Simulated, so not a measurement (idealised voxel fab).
Herein follows the process module entitled voxel double patterning.
Pictured: cross-section cut, 250 nm wide, on a grid of 5 nm square cells.
Each cross-section below is a grid of square cells, stated as bands in top-down order, with one or more rows of cells making up each band. What a band's entry tells you: where the top is and where the bottom is, as heights in nm, and after that what lies inside, material by material from left to right, each with its width in nm. Empty space is written as the word "blank", and a single material marked with the word "full width" occupies the band from edge to edge. Beneath 0, the wafer as received is one material, and that level is where height counting begins. The lowest band goes on downward without a bottom; it is written like "0 down". Top row gets the first number, bottom row gets the second, and each row in between changes by the same step: that is how a band width like "30 to 40" works. Reading "remained unchanged" for a step: not a cell of the cross-section changed in it. If an empty space has no open way to the top and is at least 8 cells in size, "closed voids" lists it, written width x height at distance, where distance is measured from the left edge and every value is in nm. Read whatever lies past the settings on a step's line as the simulator's own remark about the step. overlay nm: mask offset rightward from planned place, masked step; negative means leftward offset.
The planned process steps are enumerated hereunder
1,RECEIVE, material Si
2,CONFORMAL_DEP, material SiO2, thk nm 10
3,DIRECTIONAL_DEP, material polySi, thk nm 20
4,DIRECTIONAL_DEP, material SiN, thk nm 5
5,MASKED_ETCH, tone open, mask id FIRST, width nm 15, pitch nm 50, etch materials SiN, depth nm 5, overlay nm 0
6,MASKED_ETCH, tone open, mask id SECOND, width nm 15, pitch nm 50, etch materials SiN, depth nm 5, overlay nm 0
7,DIRECTIONAL_ETCH, etch materials polySi, depth nm 20
8,STRIP, etch materials SiN
Cross-section of the wafer at receipt, which is the condition after step 1
	0 down | Si full width
	closed voids: none
First of two wafers: cross-section at end of module, run per plan
	30 to 10 | polySi 65, then blank 15, then polySi 10, then blank 15, then polySi 10, then blank 15, then polySi 10, then blank 15, then polySi 10, then blank 15, then polySi 70
	10 to 0 | SiO2 full width
	0 down | Si full width
	closed voids: none
Same start, same plan as the first wafer - but one mistake in the run. Cross-section of the second of the two at the end of the module
	30 to 10 | polySi 65, then blank 15, then polySi 5, then blank 15, then polySi 15, then blank 15, then polySi 5, then blank 15, then polySi 15, then blank 15, then polySi 70
	10 to 0 | SiO2 full width
	0 down | Si full width
	closed voids: none
Heads up, the wafer didn't run the way we planned it: step 6 off recipe, ran as MASKED_ETCH, tone open, mask id SECOND, width nm 15, pitch nm 50, etch materials SiN, depth nm 5, overlay nm -5
In the final comparison it is observed that the number of cells assigned to each material is identical for the two wafers, whereas their placement is not.
